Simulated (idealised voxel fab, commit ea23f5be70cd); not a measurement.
Documented hereafter: the process module known as voxel trench capacitor.
Shown is cross-section cut, with a width of 255 nm and square cells of size 5 nm.
Think of the cross-section as a grid of square cells. We describe it in bands, top to bottom, and each band covers one or more rows of those cells.
Top height, bottom height, nm. Materials left to right, width each, nm. Single material + "edge to edge" = fills band edge to edge. "air" = empty.
For the purposes of this specification, 0 denotes the height below which the wafer in its as-received condition is composed wholly of one material, and the lowermost band, lacking a lower limit, extends downward without end, as expressed in "0..down".
A width such as "30 to 40" changes by the same amount from each row of cells to the next, from the band's top row to its bottom row.
Take "everything unchanged" at face value: in the step it is given for, the cross-section changed in none of its cells.
Closed void table: empty space of 8 cells or more with no open way to the top, each as width x height at its distance from the left edge, in nm
Heads up: the bit after the settings on a step's line is the simulator's remark on that step.
overlay nm: where the mask lay relative to plan, measured to the right, on steps with a mask; negatives go left.
The process steps that were planned are listed below:
- 1: RECEIVE | material Si
- 2: CONFORMAL_DEP | material SiN | thk nm 10
- 3: PATTERN | tone open | mask id TRENCH | material resist | width nm 25 | pitch nm 50 | thk nm 20 | overlay nm 0
- 4: DIRECTIONAL_ETCH | etch materials SiN | depth nm 10
- 5: DIRECTIONAL_ETCH | etch materials Si | depth nm 30
- 6: STRIP | etch materials resist
- 7: CONFORMAL_DEP | material Al2O3 | thk nm 5
- 8: CONFORMAL_DEP | material TiN | thk nm 5
- 9: FILL_DEP | material W | thk nm 10
- 10: CMP | height nm 10
The first of the two wafers, which ran as planned:
As received (post step 1): cross-section:
* 0..down: Si edge to edge
* Closed void table: none
Presented here is a cross-section of the wafer after step 2 has been performed:
* 10..0: SiN edge to edge
* For the remainder of the cross-section, below 0, there is no change.
Presented here is a cross-section of the wafer after step 3 has been performed:
* 30..10: resist 40 nm; air 25 nm; resist 25 nm; air 25 nm; resist 25 nm; air 25 nm; resist 25 nm; air 25 nm; resist 40 nm
* For the remainder of the cross-section, below 10, there is no change.
Presented here is a cross-section of the wafer after step 4 has been performed:
* 30..10: resist 40 nm; air 25 nm; resist 25 nm; air 25 nm; resist 25 nm; air 25 nm; resist 25 nm; air 25 nm; resist 40 nm
* 10..0: SiN 40 nm; air 25 nm; SiN 25 nm; air 25 nm; SiN 25 nm; air 25 nm; SiN 25 nm; air 25 nm; SiN 40 nm
* For the remainder of the cross-section, below 0, there is no change.
Presented here is a cross-section of the wafer after step 5 has been performed:
* 30..10: resist 40 nm; air 25 nm; resist 25 nm; air 25 nm; resist 25 nm; air 25 nm; resist 25 nm; air 25 nm; resist 40 nm
* 10..0: SiN 40 nm; air 25 nm; SiN 25 nm; air 25 nm; SiN 25 nm; air 25 nm; SiN 25 nm; air 25 nm; SiN 40 nm
* 0..-30: Si 40 nm; air 25 nm; Si 25 nm; air 25 nm; Si 25 nm; air 25 nm; Si 25 nm; air 25 nm; Si 40 nm
* For the remainder of the cross-section, below -30, there is no change.
Presented here is a cross-section of the wafer after step 6 has been performed:
* 10..0: SiN 40 nm; air 25 nm; SiN 25 nm; air 25 nm; SiN 25 nm; air 25 nm; SiN 25 nm; air 25 nm; SiN 40 nm
* For the remainder of the cross-section, below 0, there is no change.
Presented here is a cross-section of the wafer after step 7 has been performed:
* 15..10: Al2O3 45 nm; air 15 nm; Al2O3 35 nm; air 15 nm; Al2O3 35 nm; air 15 nm; Al2O3 35 nm; air 15 nm; Al2O3 45 nm
* 10..0: SiN 40 nm; Al2O3 5 nm; air 15 nm; Al2O3 5 nm; SiN 25 nm; Al2O3 5 nm; air 15 nm; Al2O3 5 nm; SiN 25 nm; Al2O3 5 nm; air 15 nm; Al2O3 5 nm; SiN 25 nm; Al2O3 5 nm; air 15 nm; Al2O3 5 nm; SiN 40 nm
* 0..-25: Si 40 nm; Al2O3 5 nm; air 15 nm; Al2O3 5 nm; Si 25 nm; Al2O3 5 nm; air 15 nm; Al2O3 5 nm; Si 25 nm; Al2O3 5 nm; air 15 nm; Al2O3 5 nm; Si 25 nm; Al2O3 5 nm; air 15 nm; Al2O3 5 nm; Si 40 nm
* -25..-30: Si 40 nm; Al2O3 25 nm; Si 25 nm; Al2O3 25 nm; Si 25 nm; Al2O3 25 nm; Si 25 nm; Al2O3 25 nm; Si 40 nm
* For the remainder of the cross-section, below -30, there is no change.
Presented here is a cross-section of the wafer after step 8 has been performed:
* 20..15: TiN 50 nm; air 5 nm; TiN 45 nm; air 5 nm; TiN 45 nm; air 5 nm; TiN 45 nm; air 5 nm; TiN 50 nm
* 15..10: Al2O3 45 nm; TiN 5 nm; air 5 nm; TiN 5 nm; Al2O3 35 nm; TiN 5 nm; air 5 nm; TiN 5 nm; Al2O3 35 nm; TiN 5 nm; air 5 nm; TiN 5 nm; Al2O3 35 nm; TiN 5 nm; air 5 nm; TiN 5 nm; Al2O3 45 nm
* 10..0: SiN 40 nm; Al2O3 5 nm; TiN 5 nm; air 5 nm; TiN 5 nm; Al2O3 5 nm; SiN 25 nm; Al2O3 5 nm; TiN 5 nm; air 5 nm; TiN 5 nm; Al2O3 5 nm; SiN 25 nm; Al2O3 5 nm; TiN 5 nm; air 5 nm; TiN 5 nm; Al2O3 5 nm; SiN 25 nm; Al2O3 5 nm; TiN 5 nm; air 5 nm; TiN 5 nm; Al2O3 5 nm; SiN 40 nm
* 0..-20: Si 40 nm; Al2O3 5 nm; TiN 5 nm; air 5 nm; TiN 5 nm; Al2O3 5 nm; Si 25 nm; Al2O3 5 nm; TiN 5 nm; air 5 nm; TiN 5 nm; Al2O3 5 nm; Si 25 nm; Al2O3 5 nm; TiN 5 nm; air 5 nm; TiN 5 nm; Al2O3 5 nm; Si 25 nm; Al2O3 5 nm; TiN 5 nm; air 5 nm; TiN 5 nm; Al2O3 5 nm; Si 40 nm
* -20..-25: Si 40 nm; Al2O3 5 nm; TiN 15 nm; Al2O3 5 nm; Si 25 nm; Al2O3 5 nm; TiN 15 nm; Al2O3 5 nm; Si 25 nm; Al2O3 5 nm; TiN 15 nm; Al2O3 5 nm; Si 25 nm; Al2O3 5 nm; TiN 15 nm; Al2O3 5 nm; Si 40 nm
* For the remainder of the cross-section, below -25, there is no change.
Presented here is a cross-section of the wafer after step 9 has been performed:
* 30..20: W edge to edge
* 20..15: TiN 50 nm; W 5 nm; TiN 45 nm; W 5 nm; TiN 45 nm; W 5 nm; TiN 45 nm; W 5 nm; TiN 50 nm
* 15..10: Al2O3 45 nm; TiN 5 nm; W 5 nm; TiN 5 nm; Al2O3 35 nm; TiN 5 nm; W 5 nm; TiN 5 nm; Al2O3 35 nm; TiN 5 nm; W 5 nm; TiN 5 nm; Al2O3 35 nm; TiN 5 nm; W 5 nm; TiN 5 nm; Al2O3 45 nm
* 10..0: SiN 40 nm; Al2O3 5 nm; TiN 5 nm; W 5 nm; TiN 5 nm; Al2O3 5 nm; SiN 25 nm; Al2O3 5 nm; TiN 5 nm; W 5 nm; TiN 5 nm; Al2O3 5 nm; SiN 25 nm; Al2O3 5 nm; TiN 5 nm; W 5 nm; TiN 5 nm; Al2O3 5 nm; SiN 25 nm; Al2O3 5 nm; TiN 5 nm; W 5 nm; TiN 5 nm; Al2O3 5 nm; SiN 40 nm
* 0..-20: Si 40 nm; Al2O3 5 nm; TiN 5 nm; W 5 nm; TiN 5 nm; Al2O3 5 nm; Si 25 nm; Al2O3 5 nm; TiN 5 nm; W 5 nm; TiN 5 nm; Al2O3 5 nm; Si 25 nm; Al2O3 5 nm; TiN 5 nm; W 5 nm; TiN 5 nm; Al2O3 5 nm; Si 25 nm; Al2O3 5 nm; TiN 5 nm; W 5 nm; TiN 5 nm; Al2O3 5 nm; Si 40 nm
* For the remainder of the cross-section, below -20, there is no change.
Presented here is a cross-section of the wafer after step 10 has been performed:
* 10..0: SiN 40 nm; Al2O3 5 nm; TiN 5 nm; W 5 nm; TiN 5 nm; Al2O3 5 nm; SiN 25 nm; Al2O3 5 nm; TiN 5 nm; W 5 nm; TiN 5 nm; Al2O3 5 nm; SiN 25 nm; Al2O3 5 nm; TiN 5 nm; W 5 nm; TiN 5 nm; Al2O3 5 nm; SiN 25 nm; Al2O3 5 nm; TiN 5 nm; W 5 nm; TiN 5 nm; Al2O3 5 nm; SiN 40 nm
* For the remainder of the cross-section, below 0, there is no change.
Wafer two: like wafer one in start and plan, but with one mistake in execution; identical up to and including step 1:
Cross-section of the second wafer corresponding to the planned conclusion of step 2:
* 10..0: TiN edge to edge
* For the remainder of the cross-section, below 0, there is no change.
Cross-section of the second wafer corresponding to the planned conclusion of step 3:
* 30..10: resist 40 nm; air 25 nm; resist 25 nm; air 25 nm; resist 25 nm; air 25 nm; resist 25 nm; air 25 nm; resist 40 nm
* For the remainder of the cross-section, below 10, there is no change.
Cross-section of the second wafer corresponding to the planned conclusion of step 4: everything unchanged
Cross-section of the second wafer corresponding to the planned conclusion of step 5: everything unchanged
Cross-section of the second wafer corresponding to the planned conclusion of step 6:
* 10..0: TiN edge to edge
* For the remainder of the cross-section, below 0, there is no change.
Cross-section of the second wafer corresponding to the planned conclusion of step 7:
* 15..10: Al2O3 edge to edge
* For the remainder of the cross-section, below 10, there is no change.
Cross-section of the second wafer corresponding to the planned conclusion of step 8:
* 20..15: TiN edge to edge
* For the remainder of the cross-section, below 15, there is no change.
Cross-section of the second wafer corresponding to the planned conclusion of step 9:
* 30..20: W edge to edge
* For the remainder of the cross-section, below 20, there is no change.
Cross-section of the second wafer corresponding to the planned conclusion of step 10:
* 10..0: TiN edge to edge
* For the remainder of the cross-section, below 0, there is no change.
Deviation noted in wafer processing: not per plan at step 2, really ran CONFORMAL_DEP | material TiN | thk nm 10
Cell-count delta at end, second wafer over first, by material: -76 Al2O3, +120 Si, -62 SiN, +42 TiN, -24 W
